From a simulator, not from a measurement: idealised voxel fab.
process module | voxel wiring stack
This is section cut - it's 250 nm across, gridded in 5 nm square cells.
If you're reading a cross-section in this doc, picture square cells in a grid; it comes to you as bands, top ones listed first down to the bottom, and a band can be one or more rows of cells. Within each band entry, the heights of the top and of the bottom of the band appear first, in that order and in nm; the materials of the band then follow from left to right, each with its corresponding width in nm. The designation "all across" on a single material indicates that it fills the band from edge to edge; the designation "air" indicates empty space. Beneath 0, the wafer as received is one material, and that level is where height counting begins. The lowest band goes on downward without a bottom; it is written like "0 down". Note: "30->40" means the width goes from the first number (top row of the band) to the second number (bottom row) in equal steps per row of cells. Step note "nothing different" = no cross-section cell changed. The entry "closed voids" lists the empty spaces that cover at least 8 cells and have no open path to the top. Each is written as width x height at distance, where the distance is measured from the left edge and all three values are in nm. Note: text after step settings on the step line = simulator remark on that step. overlay nm: mask right of planned place by this much (step with mask). Neg. = left.
The steps planned for the process are as follows
- 1: RECEIVE: material Si
- 2: CONFORMAL_DEP: material SiO2, thk nm 10
- 3: DIRECTIONAL_DEP: material TiN, thk nm 5
- 4: DIRECTIONAL_DEP: material W, thk nm 15
- 5: DIRECTIONAL_DEP: material aC, thk nm 10
- 6: PATTERN: tone cover, mask id METAL_1, material resist, width nm 30, pitch nm 50, thk nm 25, overlay nm 0
- 7: DIRECTIONAL_ETCH: etch materials aC, depth nm 10
- 8: STRIP: etch materials resist
- 9: DIRECTIONAL_ETCH: etch materials W, depth nm 15
- 10: DIRECTIONAL_ETCH: etch materials TiN, depth nm 5
- 11: STRIP: etch materials aC
- 12: FILL_DEP: material lowk, thk nm 5
- 13: CMP: height nm 30
- 14: CONFORMAL_DEP: material SiCN, thk nm 5
- 15: DIRECTIONAL_DEP: material lowk, thk nm 25
- 16: DIRECTIONAL_DEP: material aC, thk nm 10
- 17: PATTERN: tone open, mask id METAL_2, material resist, width nm 30, pitch nm 50, thk nm 25, overlay nm 0
- 18: DIRECTIONAL_ETCH: etch materials aC, depth nm 10
- 19: STRIP: etch materials resist
- 20: DIRECTIONAL_ETCH: etch materials lowk, depth nm 15
- 21: STRIP: etch materials aC
- 22: MASKED_ETCH: tone open, mask id METAL_2_HOLES, width nm 15, pitch nm 50, etch materials lowk, depth nm 10, overlay nm 0
- 23: MASKED_ETCH: tone open, mask id METAL_2_HOLES, width nm 15, pitch nm 50, etch materials SiCN, depth nm 5, overlay nm 0
- 24: CONFORMAL_DEP: material TiN, thk nm 5
- 25: FILL_DEP: material Cu, thk nm 10
- 26: CMP: height nm 60
- 27: CONFORMAL_DEP: material SiCN, thk nm 5
- 28: DIRECTIONAL_DEP: material SiO2, thk nm 15
- 29: PATTERN: tone open, mask id PLUG_2, material resist, width nm 15, pitch nm 50, thk nm 15, overlay nm 0
- 30: DIRECTIONAL_ETCH: etch materials SiO2, depth nm 15
- 31: DIRECTIONAL_ETCH: etch materials SiCN, depth nm 5
- 32: STRIP: etch materials resist
- 33: EPI: material Ru, thk nm 10
- 34: EPI: material Ru, thk nm 10
- 35: DIRECTIONAL_DEP: material TiN, thk nm 5
- 36: DIRECTIONAL_DEP: material Ru, thk nm 25
- 37: MASKED_ETCH: tone cover, mask id METAL_3, width nm 30, pitch nm 50, etch materials Ru, depth nm 25, overlay nm 0
- 38: MASKED_ETCH: tone cover, mask id METAL_3, width nm 30, pitch nm 50, etch materials TiN, depth nm 5, overlay nm 0
- 39: CONFORMAL_DEP: material SiCN, thk nm 5
- 40: FILL_DEP: material lowk, thk nm 5
- 41: CMP: height nm 110
- 42: CONFORMAL_DEP: material SiCN, thk nm 5
Run as planned: first of two wafers
Cross-section of the incoming wafer, state after step 1
0 down | Si all across
closed voids: none
The wafer, seen in cross-section, after step 2
10 to 0 | SiO2 all across
No changes below 0.
The wafer, seen in cross-section, after step 3
15 to 10 | TiN all across
No changes below 10.
The wafer, seen in cross-section, after step 4
30 to 15 | W all across
No changes below 15.
The wafer, seen in cross-section, after step 5
40 to 30 | aC all across
No changes below 30.
The wafer, seen in cross-section, after step 6
65 to 40 | air 60 nm | resist 30 nm | air 20 nm | resist 30 nm | air 20 nm | resist 30 nm | air 60 nm
No changes below 40.
The wafer, seen in cross-section, after step 7
55 to 40 | air 60 nm | resist 30 nm | air 20 nm | resist 30 nm | air 20 nm | resist 30 nm | air 60 nm
40 to 30 | air 60 nm | aC 30 nm | air 20 nm | aC 30 nm | air 20 nm | aC 30 nm | air 60 nm
No changes below 30.
The wafer, seen in cross-section, after step 8
40 to 30 | air 60 nm | aC 30 nm | air 20 nm | aC 30 nm | air 20 nm | aC 30 nm | air 60 nm
No changes below 30.
The wafer, seen in cross-section, after step 9
40 to 30 | air 60 nm | aC 30 nm | air 20 nm | aC 30 nm | air 20 nm | aC 30 nm | air 60 nm
30 to 15 | air 60 nm | W 30 nm | air 20 nm | W 30 nm | air 20 nm | W 30 nm | air 60 nm
No changes below 15.
The wafer, seen in cross-section, after step 10
40 to 30 | air 60 nm | aC 30 nm | air 20 nm | aC 30 nm | air 20 nm | aC 30 nm | air 60 nm
30 to 15 | air 60 nm | W 30 nm | air 20 nm | W 30 nm | air 20 nm | W 30 nm | air 60 nm
15 to 10 | air 60 nm | TiN 30 nm | air 20 nm | TiN 30 nm | air 20 nm | TiN 30 nm | air 60 nm
No changes below 10.
The wafer, seen in cross-section, after step 11
30 to 15 | air 60 nm | W 30 nm | air 20 nm | W 30 nm | air 20 nm | W 30 nm | air 60 nm
No changes below 15.
The wafer, seen in cross-section, after step 12
35 to 30 | lowk all across
30 to 15 | lowk 60 nm | W 30 nm | lowk 20 nm | W 30 nm | lowk 20 nm | W 30 nm | lowk 60 nm
15 to 10 | lowk 60 nm | TiN 30 nm | lowk 20 nm | TiN 30 nm | lowk 20 nm | TiN 30 nm | lowk 60 nm
No changes below 10.
The wafer, seen in cross-section, after step 13
30 to 15 | lowk 60 nm | W 30 nm | lowk 20 nm | W 30 nm | lowk 20 nm | W 30 nm | lowk 60 nm
No changes below 15.
The wafer, seen in cross-section, after step 14
35 to 30 | SiCN all across
No changes below 30.
The wafer, seen in cross-section, after step 15
60 to 35 | lowk all across
No changes below 35.
The wafer, seen in cross-section, after step 16
70 to 60 | aC all across
No changes below 60.
The wafer, seen in cross-section, after step 17
95 to 70 | resist 60 nm | air 30 nm | resist 20 nm | air 30 nm | resist 20 nm | air 30 nm | resist 60 nm
No changes below 70.
The wafer, seen in cross-section, after step 18
85 to 70 | resist 60 nm | air 30 nm | resist 20 nm | air 30 nm | resist 20 nm | air 30 nm | resist 60 nm
70 to 60 | aC 60 nm | air 30 nm | aC 20 nm | air 30 nm | aC 20 nm | air 30 nm | aC 60 nm
No changes below 60.
The wafer, seen in cross-section, after step 19
70 to 60 | aC 60 nm | air 30 nm | aC 20 nm | air 30 nm | aC 20 nm | air 30 nm | aC 60 nm
No changes below 60.
The wafer, seen in cross-section, after step 20
70 to 60 | aC 60 nm | air 30 nm | aC 20 nm | air 30 nm | aC 20 nm | air 30 nm | aC 60 nm
60 to 45 | lowk 60 nm | air 30 nm | lowk 20 nm | air 30 nm | lowk 20 nm | air 30 nm | lowk 60 nm
No changes below 45.
The wafer, seen in cross-section, after step 21
60 to 45 | lowk 60 nm | air 30 nm | lowk 20 nm | air 30 nm | lowk 20 nm | air 30 nm | lowk 60 nm
No changes below 45.
The wafer, seen in cross-section, after step 22
60 to 45 | lowk 60 nm | air 30 nm | lowk 20 nm | air 30 nm | lowk 20 nm | air 30 nm | lowk 60 nm
45 to 35 | lowk 60 nm | air 15 nm | lowk 35 nm | air 15 nm | lowk 35 nm | air 15 nm | lowk 75 nm
No changes below 35.
The wafer, seen in cross-section, after step 23
60 to 45 | lowk 60 nm | air 30 nm | lowk 20 nm | air 30 nm | lowk 20 nm | air 30 nm | lowk 60 nm
45 to 35 | lowk 60 nm | air 15 nm | lowk 35 nm | air 15 nm | lowk 35 nm | air 15 nm | lowk 75 nm
35 to 30 | SiCN 60 nm | air 15 nm | SiCN 35 nm | air 15 nm | SiCN 35 nm | air 15 nm | SiCN 75 nm
No changes below 30.
The wafer, seen in cross-section, after step 24
65 to 60 | TiN 65 nm | air 20 nm | TiN 30 nm | air 20 nm | TiN 30 nm | air 20 nm | TiN 65 nm
60 to 50 | lowk 60 nm | TiN 5 nm | air 20 nm | TiN 5 nm | lowk 20 nm | TiN 5 nm | air 20 nm | TiN 5 nm | lowk 20 nm | TiN 5 nm | air 20 nm | TiN 5 nm | lowk 60 nm
50 to 45 | lowk 60 nm | TiN 5 nm | air 5 nm | TiN 20 nm | lowk 20 nm | TiN 5 nm | air 5 nm | TiN 20 nm | lowk 20 nm | TiN 5 nm | air 5 nm | TiN 20 nm | lowk 60 nm
45 to 35 | lowk 60 nm | TiN 5 nm | air 5 nm | TiN 5 nm | lowk 35 nm | TiN 5 nm | air 5 nm | TiN 5 nm | lowk 35 nm | TiN 5 nm | air 5 nm | TiN 5 nm | lowk 75 nm
35 to 30 | SiCN 60 nm | TiN 15 nm | SiCN 35 nm | TiN 15 nm | SiCN 35 nm | TiN 15 nm | SiCN 75 nm
No changes below 30.
The wafer, seen in cross-section, after step 25
75 to 65 | Cu all across
65 to 60 | TiN 65 nm | Cu 20 nm | TiN 30 nm | Cu 20 nm | TiN 30 nm | Cu 20 nm | TiN 65 nm
60 to 50 | lowk 60 nm | TiN 5 nm | Cu 20 nm | TiN 5 nm | lowk 20 nm | TiN 5 nm | Cu 20 nm | TiN 5 nm | lowk 20 nm | TiN 5 nm | Cu 20 nm | TiN 5 nm | lowk 60 nm
50 to 45 | lowk 60 nm | TiN 5 nm | Cu 5 nm | TiN 20 nm | lowk 20 nm | TiN 5 nm | Cu 5 nm | TiN 20 nm | lowk 20 nm | TiN 5 nm | Cu 5 nm | TiN 20 nm | lowk 60 nm
45 to 35 | lowk 60 nm | TiN 5 nm | Cu 5 nm | TiN 5 nm | lowk 35 nm | TiN 5 nm | Cu 5 nm | TiN 5 nm | lowk 35 nm | TiN 5 nm | Cu 5 nm | TiN 5 nm | lowk 75 nm
No changes below 35.
The wafer, seen in cross-section, after step 26
60 to 50 | lowk 60 nm | TiN 5 nm | Cu 20 nm | TiN 5 nm | lowk 20 nm | TiN 5 nm | Cu 20 nm | TiN 5 nm | lowk 20 nm | TiN 5 nm | Cu 20 nm | TiN 5 nm | lowk 60 nm
No changes below 50.
The wafer, seen in cross-section, after step 27
65 to 60 | SiCN all across
No changes below 60.
The wafer, seen in cross-section, after step 28
80 to 65 | SiO2 all across
No changes below 65.
The wafer, seen in cross-section, after step 29
95 to 80 | resist 60 nm | air 15 nm | resist 35 nm | air 15 nm | resist 35 nm | air 15 nm | resist 75 nm
No changes below 80.
The wafer, seen in cross-section, after step 30
95 to 80 | resist 60 nm | air 15 nm | resist 35 nm | air 15 nm | resist 35 nm | air 15 nm | resist 75 nm
80 to 65 | SiO2 60 nm | air 15 nm | SiO2 35 nm | air 15 nm | SiO2 35 nm | air 15 nm | SiO2 75 nm
No changes below 65.
The wafer, seen in cross-section, after step 31
95 to 80 | resist 60 nm | air 15 nm | resist 35 nm | air 15 nm | resist 35 nm | air 15 nm | resist 75 nm
80 to 65 | SiO2 60 nm | air 15 nm | SiO2 35 nm | air 15 nm | SiO2 35 nm | air 15 nm | SiO2 75 nm
65 to 60 | SiCN 60 nm | air 15 nm | SiCN 35 nm | air 15 nm | SiCN 35 nm | air 15 nm | SiCN 75 nm
No changes below 60.
The wafer, seen in cross-section, after step 32
80 to 65 | SiO2 60 nm | air 15 nm | SiO2 35 nm | air 15 nm | SiO2 35 nm | air 15 nm | SiO2 75 nm
No changes below 65.
The wafer, seen in cross-section, after step 33
80 to 70 | SiO2 60 nm | air 15 nm | SiO2 35 nm | air 15 nm | SiO2 35 nm | air 15 nm | SiO2 75 nm
70 to 65 | SiO2 60 nm | Ru 15 nm | SiO2 35 nm | Ru 15 nm | SiO2 35 nm | Ru 15 nm | SiO2 75 nm
65 to 60 | SiCN 60 nm | Ru 15 nm | SiCN 35 nm | Ru 15 nm | SiCN 35 nm | Ru 15 nm | SiCN 75 nm
No changes below 60.
The wafer, seen in cross-section, after step 34
80 to 65 | SiO2 60 nm | Ru 15 nm | SiO2 35 nm | Ru 15 nm | SiO2 35 nm | Ru 15 nm | SiO2 75 nm
No changes below 65.
The wafer, seen in cross-section, after step 35
85 to 80 | TiN all across
No changes below 80.
The wafer, seen in cross-section, after step 36
110 to 85 | Ru all across
No changes below 85.
The wafer, seen in cross-section, after step 37
110 to 85 | air 60 nm | Ru 30 nm | air 20 nm | Ru 30 nm | air 20 nm | Ru 30 nm | air 60 nm
No changes below 85.
The wafer, seen in cross-section, after step 38
110 to 85 | air 60 nm | Ru 30 nm | air 20 nm | Ru 30 nm | air 20 nm | Ru 30 nm | air 60 nm
85 to 80 | air 60 nm | TiN 30 nm | air 20 nm | TiN 30 nm | air 20 nm | TiN 30 nm | air 60 nm
No changes below 80.
The wafer, seen in cross-section, after step 39
115 to 110 | air 55 nm | SiCN 40 nm | air 10 nm | SiCN 40 nm | air 10 nm | SiCN 40 nm | air 55 nm
110 to 85 | air 55 nm | SiCN 5 nm | Ru 30 nm | SiCN 5 nm | air 10 nm | SiCN 5 nm | Ru 30 nm | SiCN 5 nm | air 10 nm | SiCN 5 nm | Ru 30 nm | SiCN 5 nm | air 55 nm
85 to 80 | SiCN 60 nm | TiN 30 nm | SiCN 20 nm | TiN 30 nm | SiCN 20 nm | TiN 30 nm | SiCN 60 nm
No changes below 80.
The wafer, seen in cross-section, after step 40
120 to 115 | lowk all across
115 to 110 | lowk 55 nm | SiCN 40 nm | lowk 10 nm | SiCN 40 nm | lowk 10 nm | SiCN 40 nm | lowk 55 nm
110 to 85 | lowk 55 nm | SiCN 5 nm | Ru 30 nm | SiCN 5 nm | lowk 10 nm | SiCN 5 nm | Ru 30 nm | SiCN 5 nm | lowk 10 nm | SiCN 5 nm | Ru 30 nm | SiCN 5 nm | lowk 55 nm
No changes below 85.
The wafer, seen in cross-section, after step 41
110 to 85 | lowk 55 nm | SiCN 5 nm | Ru 30 nm | SiCN 5 nm | lowk 10 nm | SiCN 5 nm | Ru 30 nm | SiCN 5 nm | lowk 10 nm | SiCN 5 nm | Ru 30 nm | SiCN 5 nm | lowk 55 nm
No changes below 85.
The wafer, seen in cross-section, after step 42
115 to 110 | SiCN all across
No changes below 110.
Wafer two: like wafer one in start and plan, but with one mistake in execution; identical up to and including step 25
What the second wafer looks like in cross-section when step 26 should have wrapped up
65 to 60 | TiN 65 nm | Cu 20 nm | TiN 30 nm | Cu 20 nm | TiN 30 nm | Cu 20 nm | TiN 65 nm
No changes below 60.
What the second wafer looks like in cross-section when step 27 should have wrapped up
70 to 65 | SiCN all across
No changes below 65.
What the second wafer looks like in cross-section when step 28 should have wrapped up
85 to 70 | SiO2 all across
No changes below 70.
What the second wafer looks like in cross-section when step 29 should have wrapped up
100 to 85 | resist 60 nm | air 15 nm | resist 35 nm | air 15 nm | resist 35 nm | air 15 nm | resist 75 nm
No changes below 85.
What the second wafer looks like in cross-section when step 30 should have wrapped up
100 to 85 | resist 60 nm | air 15 nm | resist 35 nm | air 15 nm | resist 35 nm | air 15 nm | resist 75 nm
85 to 70 | SiO2 60 nm | air 15 nm | SiO2 35 nm | air 15 nm | SiO2 35 nm | air 15 nm | SiO2 75 nm
No changes below 70.
What the second wafer looks like in cross-section when step 31 should have wrapped up
100 to 85 | resist 60 nm | air 15 nm | resist 35 nm | air 15 nm | resist 35 nm | air 15 nm | resist 75 nm
85 to 70 | SiO2 60 nm | air 15 nm | SiO2 35 nm | air 15 nm | SiO2 35 nm | air 15 nm | SiO2 75 nm
70 to 65 | SiCN 60 nm | air 15 nm | SiCN 35 nm | air 15 nm | SiCN 35 nm | air 15 nm | SiCN 75 nm
No changes below 65.
What the second wafer looks like in cross-section when step 32 should have wrapped up
85 to 70 | SiO2 60 nm | air 15 nm | SiO2 35 nm | air 15 nm | SiO2 35 nm | air 15 nm | SiO2 75 nm
No changes below 70.
What the second wafer looks like in cross-section when step 33 should have wrapped up
85 to 75 | SiO2 60 nm | air 15 nm | SiO2 35 nm | air 15 nm | SiO2 35 nm | air 15 nm | SiO2 75 nm
75 to 70 | SiO2 60 nm | Ru 15 nm | SiO2 35 nm | Ru 15 nm | SiO2 35 nm | Ru 15 nm | SiO2 75 nm
70 to 65 | SiCN 60 nm | Ru 15 nm | SiCN 35 nm | Ru 15 nm | SiCN 35 nm | Ru 15 nm | SiCN 75 nm
No changes below 65.
What the second wafer looks like in cross-section when step 34 should have wrapped up
85 to 70 | SiO2 60 nm | Ru 15 nm | SiO2 35 nm | Ru 15 nm | SiO2 35 nm | Ru 15 nm | SiO2 75 nm
No changes below 70.
What the second wafer looks like in cross-section when step 35 should have wrapped up
90 to 85 | TiN all across
No changes below 85.
What the second wafer looks like in cross-section when step 36 should have wrapped up
115 to 90 | Ru all across
No changes below 90.
What the second wafer looks like in cross-section when step 37 should have wrapped up
115 to 90 | air 60 nm | Ru 30 nm | air 20 nm | Ru 30 nm | air 20 nm | Ru 30 nm | air 60 nm
No changes below 90.
What the second wafer looks like in cross-section when step 38 should have wrapped up
115 to 90 | air 60 nm | Ru 30 nm | air 20 nm | Ru 30 nm | air 20 nm | Ru 30 nm | air 60 nm
90 to 85 | air 60 nm | TiN 30 nm | air 20 nm | TiN 30 nm | air 20 nm | TiN 30 nm | air 60 nm
No changes below 85.
What the second wafer looks like in cross-section when step 39 should have wrapped up
120 to 115 | air 55 nm | SiCN 40 nm | air 10 nm | SiCN 40 nm | air 10 nm | SiCN 40 nm | air 55 nm
115 to 90 | air 55 nm | SiCN 5 nm | Ru 30 nm | SiCN 5 nm | air 10 nm | SiCN 5 nm | Ru 30 nm | SiCN 5 nm | air 10 nm | SiCN 5 nm | Ru 30 nm | SiCN 5 nm | air 55 nm
90 to 85 | SiCN 60 nm | TiN 30 nm | SiCN 20 nm | TiN 30 nm | SiCN 20 nm | TiN 30 nm | SiCN 60 nm
No changes below 85.
What the second wafer looks like in cross-section when step 40 should have wrapped up
125 to 120 | lowk all across
120 to 115 | lowk 55 nm | SiCN 40 nm | lowk 10 nm | SiCN 40 nm | lowk 10 nm | SiCN 40 nm | lowk 55 nm
115 to 90 | lowk 55 nm | SiCN 5 nm | Ru 30 nm | SiCN 5 nm | lowk 10 nm | SiCN 5 nm | Ru 30 nm | SiCN 5 nm | lowk 10 nm | SiCN 5 nm | Ru 30 nm | SiCN 5 nm | lowk 55 nm
No changes below 90.
What the second wafer looks like in cross-section when step 41 should have wrapped up
110 to 90 | lowk 55 nm | SiCN 5 nm | Ru 30 nm | SiCN 5 nm | lowk 10 nm | SiCN 5 nm | Ru 30 nm | SiCN 5 nm | lowk 10 nm | SiCN 5 nm | Ru 30 nm | SiCN 5 nm | lowk 55 nm
No changes below 90.
What the second wafer looks like in cross-section when step 42 should have wrapped up
115 to 110 | SiCN all across
No changes below 110.
Here's what went sideways: step 26 was run on a setting that differed from the plan, and what really ran there is CMP: height nm 65
Wafer comparison, final, in cells, second relative to first, materials more or fewer: 12 more of Cu, 18 fewer of Ru, 6 fewer of SiCN, 38 more of TiN, 26 fewer of lowk
